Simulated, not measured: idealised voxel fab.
The process module presented herein is designated voxel gate over fins.
Shown is cross-section cut, with a width of 280 nm and square cells of size 5 nm.
Throughout this document, each cross-section is represented as a grid of square cells and is presented as a sequence of bands enumerated from the top downward, where a band comprises one or more rows of cells.
The entry gives the band's vertical extent as a top height and a bottom height in nm, then its horizontal make-up as materials from left to right, each with a width in nm. "blank" stands for empty space; a single material marked "full width" fills the band edge to edge.
Ref level 0: as-received wafer is one material below here. Bottom band extends down with no lower bound ("0 down").
The width entry "30 to 40" should be interpreted row by row: the top row of cells in the band takes the first number, the bottom row takes the second number, and the change between adjacent rows is uniform throughout.
When a step is marked "changes: none", none of the cells in the cross-section changed during that step.
Any empty space of 8 cells or more lacking an open way to the top shows up in "Non-vented voids" as width x height at distance, distance from the left edge, in nm.
What comes after the settings on a step's line is commentary from the simulator itself on that step.
What "overlay nm" on a step's line means: if the step has a mask, that mask lay this far to the right of its planned place, or, when the value is negative, to the left.

**This section lists the process steps that were planned**
1. RECEIVE [material Si]
2. CONFORMAL_DEP [material SiN] [thk nm 5]
3. DIRECTIONAL_DEP [material aC] [thk nm 10]
4. PATTERN [tone cover] [mask id FINS] [material resist] [width nm 15] [pitch nm 45] [thk nm 25] [overlay nm 0]
5. DIRECTIONAL_ETCH [etch materials aC] [depth nm 10]
6. STRIP [etch materials resist]
7. DIRECTIONAL_ETCH [etch materials SiN] [depth nm 5]
8. DIRECTIONAL_ETCH [etch materials Si] [depth nm 30]
9. STRIP [etch materials aC]
10. FILL_DEP [material SiO2] [thk nm 10]
11. CMP [height nm 5]
12. SELECTIVE_ETCH [etch materials SiO2] [depth nm 20]
13. STRIP [etch materials SiN]
14. CONFORMAL_DEP [material HfO2] [thk nm 5]
15. CONFORMAL_DEP [material TiN] [thk nm 5]
16. CONFORMAL_DEP [material TiAl] [thk nm 5]
17. CONFORMAL_DEP [material TiN] [thk nm 5]
18. FILL_DEP [material W] [thk nm 10]
19. CMP [height nm 25]
20. CONFORMAL_DEP [material SiCN] [thk nm 10]

**First wafer out of two, processed as planned**

**Cross-sectional view of the wafer in its as-received condition, corresponding to the state after step 1**
* 0 down | Si full width
* Non-vented voids: none

**Cross-sectional representation of the wafer at the conclusion of step 2**
* 5 to 0 | SiN full width
* Beneath the level 0, the cross-section is identical to its previous state.

**Cross-sectional representation of the wafer at the conclusion of step 3**
* 15 to 5 | aC full width
* Beneath the level 5, the cross-section is identical to its previous state.

**Cross-sectional representation of the wafer at the conclusion of step 4**
* 40 to 15 | 65 nm blank, then 15 nm resist, then 30 nm blank, then 15 nm resist, then 30 nm blank, then 15 nm resist, then 30 nm blank, then 15 nm resist, then 65 nm blank
* Beneath the level 15, the cross-section is identical to its previous state.

**Cross-sectional representation of the wafer at the conclusion of step 5**
* 30 to 15 | 65 nm blank, then 15 nm resist, then 30 nm blank, then 15 nm resist, then 30 nm blank, then 15 nm resist, then 30 nm blank, then 15 nm resist, then 65 nm blank
* 15 to 5 | 65 nm blank, then 15 nm aC, then 30 nm blank, then 15 nm aC, then 30 nm blank, then 15 nm aC, then 30 nm blank, then 15 nm aC, then 65 nm blank
* Beneath the level 5, the cross-section is identical to its previous state.

**Cross-sectional representation of the wafer at the conclusion of step 6**
* 15 to 5 | 65 nm blank, then 15 nm aC, then 30 nm blank, then 15 nm aC, then 30 nm blank, then 15 nm aC, then 30 nm blank, then 15 nm aC, then 65 nm blank
* Beneath the level 5, the cross-section is identical to its previous state.

**Cross-sectional representation of the wafer at the conclusion of step 7**
* 15 to 5 | 65 nm blank, then 15 nm aC, then 30 nm blank, then 15 nm aC, then 30 nm blank, then 15 nm aC, then 30 nm blank, then 15 nm aC, then 65 nm blank
* 5 to 0 | 65 nm blank, then 15 nm SiN, then 30 nm blank, then 15 nm SiN, then 30 nm blank, then 15 nm SiN, then 30 nm blank, then 15 nm SiN, then 65 nm blank
* Beneath the level 0, the cross-section is identical to its previous state.

**Cross-sectional representation of the wafer at the conclusion of step 8**
* 15 to 5 | 65 nm blank, then 15 nm aC, then 30 nm blank, then 15 nm aC, then 30 nm blank, then 15 nm aC, then 30 nm blank, then 15 nm aC, then 65 nm blank
* 5 to 0 | 65 nm blank, then 15 nm SiN, then 30 nm blank, then 15 nm SiN, then 30 nm blank, then 15 nm SiN, then 30 nm blank, then 15 nm SiN, then 65 nm blank
* 0 to -30 | 65 nm blank, then 15 nm Si, then 30 nm blank, then 15 nm Si, then 30 nm blank, then 15 nm Si, then 30 nm blank, then 15 nm Si, then 65 nm blank
* Beneath the level -30, the cross-section is identical to its previous state.

**Cross-sectional representation of the wafer at the conclusion of step 9**
* 5 to 0 | 65 nm blank, then 15 nm SiN, then 30 nm blank, then 15 nm SiN, then 30 nm blank, then 15 nm SiN, then 30 nm blank, then 15 nm SiN, then 65 nm blank
* Beneath the level 0, the cross-section is identical to its previous state.

**Cross-sectional representation of the wafer at the conclusion of step 10**
* 15 to 5 | SiO2 full width
* 5 to 0 | 65 nm SiO2, then 15 nm SiN, then 30 nm SiO2, then 15 nm SiN, then 30 nm SiO2, then 15 nm SiN, then 30 nm SiO2, then 15 nm SiN, then 65 nm SiO2
* 0 to -30 | 65 nm SiO2, then 15 nm Si, then 30 nm SiO2, then 15 nm Si, then 30 nm SiO2, then 15 nm Si, then 30 nm SiO2, then 15 nm Si, then 65 nm SiO2
* Beneath the level -30, the cross-section is identical to its previous state.

**Cross-sectional representation of the wafer at the conclusion of step 11**
* 5 to 0 | 65 nm SiO2, then 15 nm SiN, then 30 nm SiO2, then 15 nm SiN, then 30 nm SiO2, then 15 nm SiN, then 30 nm SiO2, then 15 nm SiN, then 65 nm SiO2
* Beneath the level 0, the cross-section is identical to its previous state.

**Cross-sectional representation of the wafer at the conclusion of step 12**
* 5 to 0 | 65 nm blank, then 15 nm SiN, then 30 nm blank, then 15 nm SiN, then 30 nm blank, then 15 nm SiN, then 30 nm blank, then 15 nm SiN, then 65 nm blank
* 0 to -15 | 65 nm blank, then 15 nm Si, then 30 nm blank, then 15 nm Si, then 30 nm blank, then 15 nm Si, then 30 nm blank, then 15 nm Si, then 65 nm blank
* Beneath the level -15, the cross-section is identical to its previous state.

**Cross-sectional representation of the wafer at the conclusion of step 13**
* 0 to -15 | 65 nm blank, then 15 nm Si, then 30 nm blank, then 15 nm Si, then 30 nm blank, then 15 nm Si, then 30 nm blank, then 15 nm Si, then 65 nm blank
* Beneath the level -15, the cross-section is identical to its previous state.

**Cross-sectional representation of the wafer at the conclusion of step 14**
* 5 to 0 | 60 nm blank, then 25 nm HfO2, then 20 nm blank, then 25 nm HfO2, then 20 nm blank, then 25 nm HfO2, then 20 nm blank, then 25 nm HfO2, then 60 nm blank
* 0 to -10 | 60 nm blank, then 5 nm HfO2, then 15 nm Si, then 5 nm HfO2, then 20 nm blank, then 5 nm HfO2, then 15 nm Si, then 5 nm HfO2, then 20 nm blank, then 5 nm HfO2, then 15 nm Si, then 5 nm HfO2, then 20 nm blank, then 5 nm HfO2, then 15 nm Si, then 5 nm HfO2, then 60 nm blank
* -10 to -15 | 65 nm HfO2, then 15 nm Si, then 30 nm HfO2, then 15 nm Si, then 30 nm HfO2, then 15 nm Si, then 30 nm HfO2, then 15 nm Si, then 65 nm HfO2
* Beneath the level -15, the cross-section is identical to its previous state.

**Cross-sectional representation of the wafer at the conclusion of step 15**
* 10 to 5 | 55 nm blank, then 35 nm TiN, then 10 nm blank, then 35 nm TiN, then 10 nm blank, then 35 nm TiN, then 10 nm blank, then 35 nm TiN, then 55 nm blank
* 5 to 0 | 55 nm blank, then 5 nm TiN, then 25 nm HfO2, then 5 nm TiN, then 10 nm blank, then 5 nm TiN, then 25 nm HfO2, then 5 nm TiN, then 10 nm blank, then 5 nm TiN, then 25 nm HfO2, then 5 nm TiN, then 10 nm blank, then 5 nm TiN, then 25 nm HfO2, then 5 nm TiN, then 55 nm blank
* 0 to -5 | 55 nm blank, then 5 nm TiN, then 5 nm HfO2, then 15 nm Si, then 5 nm HfO2, then 5 nm TiN, then 10 nm blank, then 5 nm TiN, then 5 nm HfO2, then 15 nm Si, then 5 nm HfO2, then 5 nm TiN, then 10 nm blank, then 5 nm TiN, then 5 nm HfO2, then 15 nm Si, then 5 nm HfO2, then 5 nm TiN, then 10 nm blank, then 5 nm TiN, then 5 nm HfO2, then 15 nm Si, then 5 nm HfO2, then 5 nm TiN, then 55 nm blank
* -5 to -10 | 60 nm TiN, then 5 nm HfO2, then 15 nm Si, then 5 nm HfO2, then 20 nm TiN, then 5 nm HfO2, then 15 nm Si, then 5 nm HfO2, then 20 nm TiN, then 5 nm HfO2, then 15 nm Si, then 5 nm HfO2, then 20 nm TiN, then 5 nm HfO2, then 15 nm Si, then 5 nm HfO2, then 60 nm TiN
* Beneath the level -10, the cross-section is identical to its previous state.

**Cross-sectional representation of the wafer at the conclusion of step 16**
* 15 to 10 | 50 nm blank, then 180 nm TiAl, then 50 nm blank
* 10 to 5 | 50 nm blank, then 5 nm TiAl, then 35 nm TiN, then 10 nm TiAl, then 35 nm TiN, then 10 nm TiAl, then 35 nm TiN, then 10 nm TiAl, then 35 nm TiN, then 5 nm TiAl, then 50 nm blank
* 5 to 0 | 50 nm blank, then 5 nm TiAl, then 5 nm TiN, then 25 nm HfO2, then 5 nm TiN, then 10 nm TiAl, then 5 nm TiN, then 25 nm HfO2, then 5 nm TiN, then 10 nm TiAl, then 5 nm TiN, then 25 nm HfO2, then 5 nm TiN, then 10 nm TiAl, then 5 nm TiN, then 25 nm HfO2, then 5 nm TiN, then 5 nm TiAl, then 50 nm blank
* 0 to -5 | 55 nm TiAl, then 5 nm TiN, then 5 nm HfO2, then 15 nm Si, then 5 nm HfO2, then 5 nm TiN, then 10 nm TiAl, then 5 nm TiN, then 5 nm HfO2, then 15 nm Si, then 5 nm HfO2, then 5 nm TiN, then 10 nm TiAl, then 5 nm TiN, then 5 nm HfO2, then 15 nm Si, then 5 nm HfO2, then 5 nm TiN, then 10 nm TiAl, then 5 nm TiN, then 5 nm HfO2, then 15 nm Si, then 5 nm HfO2, then 5 nm TiN, then 55 nm TiAl
* Beneath the level -5, the cross-section is identical to its previous state.

**Cross-sectional representation of the wafer at the conclusion of step 17**
* 20 to 15 | 45 nm blank, then 190 nm TiN, then 45 nm blank
* 15 to 10 | 45 nm blank, then 5 nm TiN, then 180 nm TiAl, then 5 nm TiN, then 45 nm blank
* 10 to 5 | 45 nm blank, then 5 nm TiN, then 5 nm TiAl, then 35 nm TiN, then 10 nm TiAl, then 35 nm TiN, then 10 nm TiAl, then 35 nm TiN, then 10 nm TiAl, then 35 nm TiN, then 5 nm TiAl, then 5 nm TiN, then 45 nm blank
* 5 to 0 | 50 nm TiN, then 5 nm TiAl, then 5 nm TiN, then 25 nm HfO2, then 5 nm TiN, then 10 nm TiAl, then 5 nm TiN, then 25 nm HfO2, then 5 nm TiN, then 10 nm TiAl, then 5 nm TiN, then 25 nm HfO2, then 5 nm TiN, then 10 nm TiAl, then 5 nm TiN, then 25 nm HfO2, then 5 nm TiN, then 5 nm TiAl, then 50 nm TiN
* Beneath the level 0, the cross-section is identical to its previous state.

**Cross-sectional representation of the wafer at the conclusion of step 18**
* 30 to 20 | W full width
* 20 to 15 | 45 nm W, then 190 nm TiN, then 45 nm W
* 15 to 10 | 45 nm W, then 5 nm TiN, then 180 nm TiAl, then 5 nm TiN, then 45 nm W
* 10 to 5 | 45 nm W, then 5 nm TiN, then 5 nm TiAl, then 35 nm TiN, then 10 nm TiAl, then 35 nm TiN, then 10 nm TiAl, then 35 nm TiN, then 10 nm TiAl, then 35 nm TiN, then 5 nm TiAl, then 5 nm TiN, then 45 nm W
* Beneath the level 5, the cross-section is identical to its previous state.

**Cross-sectional representation of the wafer at the conclusion of step 19**
* 25 to 20 | W full width
* Beneath the level 20, the cross-section is identical to its previous state.

**Cross-sectional representation of the wafer at the conclusion of step 20**
* 35 to 25 | SiCN full width
* Beneath the level 25, the cross-section is identical to its previous state.

**Wafer two. Same start, same plan, one slip in execution. Same as wafer one through step 14, inclusive**

Cross-section of the second wafer at the time by which step 15 should have been completed according to the plan: changes: none

**Cross-section of the second wafer at the time by which step 16 should have been completed according to the plan**
* 10 to 5 | 55 nm blank, then 35 nm TiAl, then 10 nm blank, then 35 nm TiAl, then 10 nm blank, then 35 nm TiAl, then 10 nm blank, then 35 nm TiAl, then 55 nm blank
* 5 to 0 | 55 nm blank, then 5 nm TiAl, then 25 nm HfO2, then 5 nm TiAl, then 10 nm blank, then 5 nm TiAl, then 25 nm HfO2, then 5 nm TiAl, then 10 nm blank, then 5 nm TiAl, then 25 nm HfO2, then 5 nm TiAl, then 10 nm blank, then 5 nm TiAl, then 25 nm HfO2, then 5 nm TiAl, then 55 nm blank
* 0 to -5 | 55 nm blank, then 5 nm TiAl, then 5 nm HfO2, then 15 nm Si, then 5 nm HfO2, then 5 nm TiAl, then 10 nm blank, then 5 nm TiAl, then 5 nm HfO2, then 15 nm Si, then 5 nm HfO2, then 5 nm TiAl, then 10 nm blank, then 5 nm TiAl, then 5 nm HfO2, then 15 nm Si, then 5 nm HfO2, then 5 nm TiAl, then 10 nm blank, then 5 nm TiAl, then 5 nm HfO2, then 15 nm Si, then 5 nm HfO2, then 5 nm TiAl, then 55 nm blank
* -5 to -10 | 60 nm TiAl, then 5 nm HfO2, then 15 nm Si, then 5 nm HfO2, then 20 nm TiAl, then 5 nm HfO2, then 15 nm Si, then 5 nm HfO2, then 20 nm TiAl, then 5 nm HfO2, then 15 nm Si, then 5 nm HfO2, then 20 nm TiAl, then 5 nm HfO2, then 15 nm Si, then 5 nm HfO2, then 60 nm TiAl
* Beneath the level -10, the cross-section is identical to its previous state.

**Cross-section of the second wafer at the time by which step 17 should have been completed according to the plan**
* 15 to 10 | 50 nm blank, then 180 nm TiN, then 50 nm blank
* 10 to 5 | 50 nm blank, then 5 nm TiN, then 35 nm TiAl, then 10 nm TiN, then 35 nm TiAl, then 10 nm TiN, then 35 nm TiAl, then 10 nm TiN, then 35 nm TiAl, then 5 nm TiN, then 50 nm blank
* 5 to 0 | 50 nm blank, then 5 nm TiN, then 5 nm TiAl, then 25 nm HfO2, then 5 nm TiAl, then 10 nm TiN, then 5 nm TiAl, then 25 nm HfO2, then 5 nm TiAl, then 10 nm TiN, then 5 nm TiAl, then 25 nm HfO2, then 5 nm TiAl, then 10 nm TiN, then 5 nm TiAl, then 25 nm HfO2, then 5 nm TiAl, then 5 nm TiN, then 50 nm blank
* 0 to -5 | 55 nm TiN, then 5 nm TiAl, then 5 nm HfO2, then 15 nm Si, then 5 nm HfO2, then 5 nm TiAl, then 10 nm TiN, then 5 nm TiAl, then 5 nm HfO2, then 15 nm Si, then 5 nm HfO2, then 5 nm TiAl, then 10 nm TiN, then 5 nm TiAl, then 5 nm HfO2, then 15 nm Si, then 5 nm HfO2, then 5 nm TiAl, then 10 nm TiN, then 5 nm TiAl, then 5 nm HfO2, then 15 nm Si, then 5 nm HfO2, then 5 nm TiAl, then 55 nm TiN
* Beneath the level -5, the cross-section is identical to its previous state.

**Cross-section of the second wafer at the time by which step 18 should have been completed according to the plan**
* 25 to 15 | W full width
* 15 to 10 | 50 nm W, then 180 nm TiN, then 50 nm W
* 10 to 5 | 50 nm W, then 5 nm TiN, then 35 nm TiAl, then 10 nm TiN, then 35 nm TiAl, then 10 nm TiN, then 35 nm TiAl, then 10 nm TiN, then 35 nm TiAl, then 5 nm TiN, then 50 nm W
* 5 to 0 | 50 nm W, then 5 nm TiN, then 5 nm TiAl, then 25 nm HfO2, then 5 nm TiAl, then 10 nm TiN, then 5 nm TiAl, then 25 nm HfO2, then 5 nm TiAl, then 10 nm TiN, then 5 nm TiAl, then 25 nm HfO2, then 5 nm TiAl, then 10 nm TiN, then 5 nm TiAl, then 25 nm HfO2, then 5 nm TiAl, then 5 nm TiN, then 50 nm W
* Beneath the level 0, the cross-section is identical to its previous state.

Cross-section of the second wafer at the time by which step 19 should have been completed according to the plan: changes: none

**Cross-section of the second wafer at the time by which step 20 should have been completed according to the plan**
* 35 to 25 | SiCN full width
* Beneath the level 25, the cross-section is identical to its previous state.
So what did we get wrong on this run? the plan's step 15 went unexecuted, having been skipped
Heads up, by the end the second wafer has more or fewer cells of some materials compared to the first: TiN: 62 fewer | W: 62 more
